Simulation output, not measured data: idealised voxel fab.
process module | voxel self aligned vias
cross-section cut | 145 nm wide | cells 5 nm
A cross-section is a grid of square cells, given in bands from the top down. A band is one or more rows of cells.
Each band's line starts with the height of the band's top and of its bottom, in nm. Then come its materials from left to right, each with its width in nm. One material with "throughout" fills the band from edge to edge. "air" is empty space.
Height 0 is the level under which the wafer as received is all one material. The lowest band goes on downwards, as in "0 down".
A width such as "30 to 40" changes by the same amount from each row of cells to the next, from the band's top row to its bottom row.
"no change" after a step means that no cell of the cross-section changed.
closed voids: empty space of 8 cells or more with no open way to the top, each as width x height at its distance from the left edge, in nm
after a step's settings: what the simulator itself notes on the step
overlay nm, on a step with a mask: how far to the right of its planned place the mask lay; to the left if negative
plan
1 op RECEIVE | material Si
2 op CONFORMAL_DEP | material SiO2 | thk nm 15
3 op CONFORMAL_DEP | material SiCN | thk nm 5
4 op DIRECTIONAL_DEP | material lowk | thk nm 25
5 op MASKED_ETCH | tone open | mask id LINES | width nm 25 | pitch nm 65 | etch materials lowk | depth nm 25 | overlay nm 0
6 op CONFORMAL_DEP | material TiN | thk nm 5
7 op FILL_DEP | material Ru | thk nm 5
8 op CMP | height nm 45
9 op SELECTIVE_ETCH | etch materials W Ru TiN | depth nm 10
10 op FILL_DEP | material SiN | thk nm 5
11 op CMP | height nm 45
12 op DIRECTIONAL_DEP | material lowk | thk nm 20
13 op DIRECTIONAL_DEP | material aC | thk nm 15
14 op PATTERN | tone open | mask id VIAS | material resist | width nm 45 | thk nm 35 | overlay nm 0
15 op DIRECTIONAL_ETCH | etch materials aC | depth nm 15
16 op STRIP | etch materials resist
17 op DIRECTIONAL_ETCH | etch materials lowk | depth nm 20
18 op DIRECTIONAL_ETCH | etch materials SiN | depth nm 10
19 op STRIP | etch materials aC
20 op CONFORMAL_DEP | material TiN | thk nm 5
21 op FILL_DEP | material W | thk nm 10
22 op CMP | height nm 65
23 op CONFORMAL_DEP | material SiN | thk nm 5
as received, after step 1
  0 down: Si throughout
  closed voids: none
first wafer at the end, as planned
  70 to 65: SiN throughout
  65 to 50: lowk 15 | TiN 5 | W 35 | TiN 5 | lowk 85
  50 to 45: lowk 15 | TiN 15 | W 15 | TiN 15 | lowk 85
  45 to 40: lowk 25 | TiN 5 | W 15 | TiN 5 | lowk 40 | SiN 25 | lowk 30
  40 to 35: lowk 25 | TiN 25 | lowk 40 | SiN 25 | lowk 30
  35 to 25: lowk 25 | TiN 5 | Ru 15 | TiN 5 | lowk 40 | TiN 5 | Ru 15 | TiN 5 | lowk 30
  25 to 20: lowk 25 | TiN 25 | lowk 40 | TiN 25 | lowk 30
  20 to 15: SiCN throughout
  15 to 0: SiO2 throughout
  0 down: Si throughout
  closed voids: none
second wafer at the end: like start, like plan, one mistake
  70 to 65: SiN throughout
  65 to 50: lowk 15 | TiN 5 | W 35 | TiN 5 | lowk 85
  50 to 45: lowk 15 | TiN 15 | W 15 | TiN 15 | lowk 85
  45 to 40: lowk 25 | TiN 5 | W 15 | TiN 5 | lowk 40 | SiN 25 | lowk 30
  40 to 35: lowk 25 | TiN 25 | lowk 40 | SiN 25 | lowk 30
  35 to 25: lowk 25 | TiN 5 | Ru 15 | TiN 5 | lowk 40 | TiN 5 | Ru 15 | TiN 5 | lowk 30
  25 to 20: lowk 25 | TiN 25 | lowk 40 | TiN 25 | lowk 30
  20 to 5: SiO2 throughout
  5 to 0: SiCN throughout
  0 down: Si throughout
  closed voids: none
what went wrong: steps 2 and 3 were swapped
at the end the second wafer has, in cells: as many of each material as the first, in other places
